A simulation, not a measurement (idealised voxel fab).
The name of this process module is voxel self aligned contacts.
Section shown: cut. Width: 230 nm. Cell size: 5 nm, square.
Format of a cross-section: grid, square cells. Given as bands. Order: top down. Band: one or more rows of cells.
Heads up on the band format: heights come first, top then bottom, in nm. After that it's the materials left to right, each with its width in nm. A single material flagged "throughout" fills the whole band edge to edge, and "air" means there's empty space there.
For the purposes of this specification, 0 denotes the height below which the wafer in its as-received condition is composed wholly of one material, and the lowermost band, lacking a lower limit, extends downward without end, as expressed in "0..down".
Graded width ("30 to 40"): value in top row of band = first number; value in bottom row = second number; row-to-row change constant.
Key: "nothing was modified" - step with no changed cell in the cross-section.
Any empty space of 8 cells or more lacking an open way to the top shows up in "Closed void table" as width x height at distance, distance from the left edge, in nm.
Where a step's line continues beyond its settings, the continuation is a remark by the simulator itself on that step.
The optional step-line setting "overlay nm" applies to steps with a mask and quantifies how far to the right of its planned location the mask lay, a negative value indicating leftward placement.

### This section lists the process steps that were planned
1: RECEIVE: material Si
2: OXIDIZE: depth nm 5
3: DIRECTIONAL_DEP: material polySi, thk nm 30
4: DIRECTIONAL_DEP: material SiN, thk nm 20
5: MASKED_ETCH: tone cover, mask id GATE, width nm 30, pitch nm 75, etch materials SiN, depth nm 20, overlay nm 0
6: MASKED_ETCH: tone cover, mask id GATE, width nm 30, pitch nm 75, etch materials polySi, depth nm 30, overlay nm 0
7: CONFORMAL_DEP: material SiN, thk nm 10
8: DIRECTIONAL_ETCH: etch materials SiN, depth nm 10
9: FILL_DEP: material SiO2, thk nm 15
10: CMP: height nm 55
11: DIRECTIONAL_DEP: material aC, thk nm 15
12: PATTERN: tone open, mask id CONTACT, material resist, width nm 55, pitch nm 75, thk nm 35, overlay nm 0
13: DIRECTIONAL_ETCH: etch materials aC, depth nm 15
14: STRIP: etch materials resist
15: DIRECTIONAL_ETCH: etch materials SiO2, depth nm 60
16: STRIP: etch materials aC
17: CONFORMAL_DEP: material TiN, thk nm 5
18: FILL_DEP: material Ru, thk nm 5
19: CMP: height nm 55
20: CONFORMAL_DEP: material SiCN, thk nm 5

### as received, after step 1
- 0..down  Si throughout
- Closed void table: none

### End-of-module cross-section of the first of two wafers, processed as planned
- 60..55  SiCN throughout
- 55..50  SiO2 (50); TiN (20); Ru (15); TiN (20); SiO2 (20); TiN (20); Ru (15); TiN (20); SiO2 (50)
- 50..30  SiO2 (15); SiN (50); TiN (5); Ru (15); TiN (5); SiN (50); TiN (5); Ru (15); TiN (5); SiN (50); SiO2 (15)
- 30..0  SiO2 (15); SiN (10); polySi (30); SiN (10); TiN (5); Ru (15); TiN (5); SiN (10); polySi (30); SiN (10); TiN (5); Ru (15); TiN (5); SiN (10); polySi (30); SiN (10); SiO2 (15)
- 0..-5  SiO2 (65); TiN (25); SiO2 (50); TiN (25); SiO2 (65)
- -5..down  Si throughout
- Closed void table: none

### This is the second of the two wafers, cross-sectioned at the end of the module; it started exactly like the first and was given the same plan, but it was run with one mistake
- 60..55  SiCN throughout
- 55..35  SiO2 (15); SiN (10); polySi (30); SiN (10); TiN (5); Ru (15); TiN (5); SiN (10); polySi (30); SiN (10); TiN (5); Ru (15); TiN (5); SiN (10); polySi (30); SiN (10); SiO2 (15)
- 35..30  SiO2 (15); SiN (10); polySi (30); SiN (10); TiN (25); SiN (10); polySi (30); SiN (10); TiN (25); SiN (10); polySi (30); SiN (10); SiO2 (15)
- 30..0  polySi throughout
- 0..-5  SiO2 throughout
- -5..down  Si throughout
- Closed void table: none
Want to know what went wrong? step 3 of the plan was performed twice
End check, counted in cells, second wafer has more or fewer of these materials than the first: Ru: 42 fewer | SiN: 132 fewer | SiO2: 44 fewer | TiN: 40 fewer | polySi: 258 more
